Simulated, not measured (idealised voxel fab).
process module | voxel gate over fins
cross-section cut | 265 nm wide | cells 5 nm
A cross-section is a grid of square cells, given in bands from the top down. A band is one or more rows of cells.
Each band's line starts with the height of the band's top and of its bottom, in nm. Then come its materials from left to right, each with its width in nm. One material with "throughout" fills the band from edge to edge. "air" is empty space.
Height 0 is the level under which the wafer as received is all one material. The lowest band goes on downwards, as in "0 down".
A width such as "30 to 40" changes by the same amount from each row of cells to the next, from the band's top row to its bottom row.
"no change" after a step means that no cell of the cross-section changed.
closed voids: empty space of 8 cells or more with no open way to the top, each as width x height at its distance from the left edge, in nm
after a step's settings: what the simulator itself notes on the step
overlay nm, on a step with a mask: how far to the right of its planned place the mask lay; to the left if negative
plan
1 op RECEIVE | material Si
2 op CONFORMAL_DEP | material SiN | thk nm 10
3 op DIRECTIONAL_DEP | material aC | thk nm 10
4 op PATTERN | tone cover | mask id FINS | material resist | width nm 15 | pitch nm 50 | thk nm 25 | overlay nm 0
5 op DIRECTIONAL_ETCH | etch materials aC | depth nm 10
6 op STRIP | etch materials resist
7 op DIRECTIONAL_ETCH | etch materials SiN | depth nm 10
8 op DIRECTIONAL_ETCH | etch materials Si | depth nm 30
9 op STRIP | etch materials aC
10 op FILL_DEP | material SiO2 | thk nm 15
11 op CMP | height nm 10
12 op PATTERN | tone open | mask id RAIL | material resist | width nm 15 | thk nm 20 | overlay nm 0
13 op DIRECTIONAL_ETCH | etch materials SiO2 | depth nm 35
14 op STRIP | etch materials resist
15 op CONFORMAL_DEP | material TiN | thk nm 5
16 op FILL_DEP | material Ru | thk nm 5
17 op CMP | height nm 10
18 op SELECTIVE_ETCH | etch materials W Ru TiN | depth nm 25
19 op FILL_DEP | material SiO2 | thk nm 5
20 op CMP | height nm 10
21 op SELECTIVE_ETCH | etch materials SiO2 | depth nm 20
22 op STRIP | etch materials SiN
23 op CONFORMAL_DEP | material HfO2 | thk nm 5
24 op CONFORMAL_DEP | material TiN | thk nm 5
25 op CONFORMAL_DEP | material TiAl | thk nm 5
26 op CONFORMAL_DEP | material TiN | thk nm 5
27 op FILL_DEP | material W | thk nm 10
28 op CMP | height nm 25
29 op CONFORMAL_DEP | material SiN | thk nm 5
as received, after step 1
  0 down: Si throughout
  closed voids: none
a wafer at the end: this start, this plan, one mistake
  30 to 25: SiN throughout
  25 to 15: W throughout
  15 to 10: W 60 | TiN 45 | W 5 | TiN 45 | W 5 | TiN 45 | W 60
  10 to 5: W 60 | TiN 5 | TiAl 35 | TiN 5 | W 5 | TiN 5 | TiAl 35 | TiN 5 | W 5 | TiN 5 | TiAl 35 | TiN 5 | W 60
  5 to 0: TiN 65 | TiAl 5 | HfO2 25 | TiAl 5 | TiN 15 | TiAl 5 | HfO2 25 | TiAl 5 | TiN 15 | TiAl 5 | HfO2 25 | TiAl 5 | TiN 65
  0 to -5: TiAl 70 | HfO2 5 | Si 15 | HfO2 5 | TiAl 25 | HfO2 5 | Si 15 | HfO2 5 | TiAl 25 | HfO2 5 | Si 15 | HfO2 5 | TiAl 70
  -5 to -10: HfO2 75 | Si 15 | HfO2 35 | Si 15 | HfO2 35 | Si 15 | HfO2 75
  -10 to -15: SiO2 75 | Si 15 | SiO2 35 | Si 15 | SiO2 35 | Si 15 | SiO2 75
  -15 to -20: SiO2 75 | Si 15 | SiO2 10 | TiN 5 | Ru 5 | TiN 5 | SiO2 10 | Si 15 | SiO2 35 | Si 15 | SiO2 75
  -20 to -25: SiO2 75 | Si 15 | SiO2 10 | TiN 15 | SiO2 10 | Si 15 | SiO2 35 | Si 15 | SiO2 75
  -25 to -30: SiO2 75 | Si 15 | SiO2 35 | Si 15 | SiO2 35 | Si 15 | SiO2 75
  -30 down: Si throughout
  closed voids: none
what went wrong: step 24 was left out
